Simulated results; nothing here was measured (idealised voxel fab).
process module | voxel air gaps
cross-section cut | 235 nm wide | cells 5 nm
A cross-section is a grid of square cells, given in bands from the top down. A band is one or more rows of cells.
Each band's line starts with the height of the band's top and of its bottom, in nm. Then come its materials from left to right, each with its width in nm. One material with "throughout" fills the band from edge to edge. "air" is empty space.
Height 0 is the level under which the wafer as received is all one material. The lowest band goes on downwards, as in "0 down".
A width such as "30 to 40" changes by the same amount from each row of cells to the next, from the band's top row to its bottom row.
"no change" after a step means that no cell of the cross-section changed.
closed voids: empty space of 8 cells or more with no open way to the top, each as width x height at its distance from the left edge, in nm
after a step's settings: what the simulator itself notes on the step
overlay nm, on a step with a mask: how far to the right of its planned place the mask lay; to the left if negative
plan
1 op RECEIVE | material Si
2 op CONFORMAL_DEP | material SiO2 | thk nm 10
3 op CONFORMAL_DEP | material SiN | thk nm 5
4 op DIRECTIONAL_DEP | material SiO2 | thk nm 40
5 op DIRECTIONAL_DEP | material aC | thk nm 15
6 op PATTERN | tone open | mask id LINES | material resist | width nm 25 | pitch nm 55 | thk nm 30 | overlay nm 0
7 op DIRECTIONAL_ETCH | etch materials aC | depth nm 15
8 op STRIP | etch materials resist
9 op DIRECTIONAL_ETCH | etch materials SiO2 | depth nm 40
10 op STRIP | etch materials aC
11 op CONFORMAL_DEP | material TiN | thk nm 5
12 op FILL_DEP | material Cu | thk nm 5
13 op CMP | height nm 55
14 op EPI | material Ru | thk nm 10
15 op SELECTIVE_ETCH | etch materials SiO2 | depth nm 50
16 op CONFORMAL_DEP | material SiCN | thk nm 5
as received, after step 1
  0 down: Si throughout
  closed voids: none
a wafer at the end: this start, this plan, one mistake
  60 to 55: SiCN throughout
  55 to 50: SiN throughout
  50 to 0: SiO2 throughout
  0 down: Si throughout
  closed voids: none
what went wrong: steps 3 and 4 were swapped
